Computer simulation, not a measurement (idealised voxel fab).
Process module name: voxel capacitor over wiring
Shown is cross-section cut, with a width of 235 nm and square cells of size 5 nm.
Cross-section, as written here: a square-cell grid given band by band from the top down, where a band holds one or more rows of cells. Heights first: top, then bottom, in nm. Then materials, left to right, each with a width in nm. "edge to edge" on a single material: fills the band edge to edge. "air": empty space. For the purposes of this specification, 0 denotes the height below which the wafer in its as-received condition is composed wholly of one material, and the lowermost band, lacking a lower limit, extends downward without end, as expressed in "from 0 down". When a width is written as two numbers, as in "30..40", the first number is the width in the top row of cells of the band and the second is the width in its bottom row, and the width changes by the same amount from each row to the next. Basically "left unchanged" means that step didn't change any cell in the cross-section. Reported under the label "Unvented internal voids" are the empty spaces having no open way to the top and comprising 8 cells or more; the notation for each is width x height at distance, in which the distance is measured from the left edge and all three values are in nm. The remark found on a step's line after its settings is issued by the simulator itself and pertains to that step. Each step line may optionally specify "overlay nm", which for a step with a mask gives the rightward distance between the mask's planned place and where it lay, a negative value indicating the leftward direction.

### Here's what the planned process steps look like
| 1 | op RECEIVE | material Si |
| 2 | op CONFORMAL_DEP | material SiO2 | thk nm 10 |
| 3 | op CONFORMAL_DEP | material SiCN | thk nm 5 |
| 4 | op DIRECTIONAL_DEP | material lowk | thk nm 20 |
| 5 | op DIRECTIONAL_DEP | material aC | thk nm 15 |
| 6 | op PATTERN | tone open | mask id METAL_1 | material resist | width nm 30 | pitch nm 85 | thk nm 30 | overlay nm 0 |
| 7 | op DIRECTIONAL_ETCH | etch materials aC | depth nm 15 |
| 8 | op STRIP | etch materials resist |
| 9 | op DIRECTIONAL_ETCH | etch materials lowk | depth nm 20 |
| 10 | op DIRECTIONAL_ETCH | etch materials SiCN | depth nm 5 |
| 11 | op STRIP | etch materials aC |
| 12 | op CONFORMAL_DEP | material TiN | thk nm 5 |
| 13 | op FILL_DEP | material Ru | thk nm 10 |
| 14 | op CMP | height nm 35 |
| 15 | op CONFORMAL_DEP | material SiCN | thk nm 5 |
| 16 | op DIRECTIONAL_DEP | material lowk | thk nm 10 |
| 17 | op MASKED_ETCH | tone open | mask id PLUG_1 | width nm 15 | etch materials lowk | depth nm 10 | overlay nm 0 |
| 18 | op MASKED_ETCH | tone open | mask id PLUG_1 | width nm 15 | etch materials SiCN | depth nm 5 | overlay nm 0 |
| 19 | op EPI | material Ru | thk nm 10 |
| 20 | op EPI | material Ru | thk nm 5 |
| 21 | op DIRECTIONAL_DEP | material TiN | thk nm 10 |
| 22 | op DIRECTIONAL_DEP | material HfO2 | thk nm 5 |
| 23 | op DIRECTIONAL_DEP | material TiN | thk nm 5 |
| 24 | op PATTERN | tone cover | mask id UPPER_PLATE | material resist | width nm 60 | thk nm 15 | overlay nm 0 |
| 25 | op DIRECTIONAL_ETCH | etch materials TiN | depth nm 5 |
| 26 | op DIRECTIONAL_ETCH | etch materials HfO2 | depth nm 5 |
| 27 | op STRIP | etch materials resist |
| 28 | op PATTERN | tone cover | mask id LOWER_PLATE | material resist | width nm 70 | thk nm 20 | overlay nm 0 |
| 29 | op DIRECTIONAL_ETCH | etch materials TiN | depth nm 10 |
| 30 | op STRIP | etch materials resist |
| 31 | op FILL_DEP | material SiO2 | thk nm 20 |
| 32 | op CMP | height nm 85 |
| 33 | op DIRECTIONAL_DEP | material aC | thk nm 10 |
| 34 | op PATTERN | tone open | mask id PLUG_2 | material resist | width nm 15 | thk nm 30 | overlay nm 0 |
| 35 | op DIRECTIONAL_ETCH | etch materials aC | depth nm 10 |
| 36 | op STRIP | etch materials resist |
| 37 | op DIRECTIONAL_ETCH | etch materials SiO2 | depth nm 15 |
| 38 | op STRIP | etch materials aC |
| 39 | op CONFORMAL_DEP | material TiN | thk nm 5 |
| 40 | op FILL_DEP | material Cu | thk nm 5 |
| 41 | op CMP | height nm 85 |
| 42 | op CONFORMAL_DEP | material SiN | thk nm 5 |

### Delivered wafer in cross-section: state after step 1
> from 0 down | Si edge to edge
> Unvented internal voids: none

### Final wafer profile in cross-section after the module, from the same start and plan as above, with one mistake made during processing
> from 90 to 85 | SiN edge to edge
> from 85 to 70 | HfO2 edge to edge
> from 70 to 65 | HfO2 75, then TiN 60, then HfO2 100
> from 65 to 60 | HfO2 edge to edge
> from 60 to 50 | HfO2 70, then TiN 70, then HfO2 95
> from 50 to 40 | lowk 75, then Ru 15, then lowk 145
> from 40 to 35 | SiCN 75, then Ru 15, then SiCN 145
> from 35 to 15 | lowk 60, then TiN 5, then Ru 20, then TiN 5, then lowk 55, then TiN 5, then Ru 20, then TiN 5, then lowk 60
> from 15 to 10 | SiCN 60, then TiN 30, then SiCN 55, then TiN 30, then SiCN 60
> from 10 to 0 | SiO2 edge to edge
> from 0 down | Si edge to edge
> Unvented internal voids: none
Misprocessing identified: step 31 off recipe, ran as op FILL_DEP | material HfO2 | thk nm 20
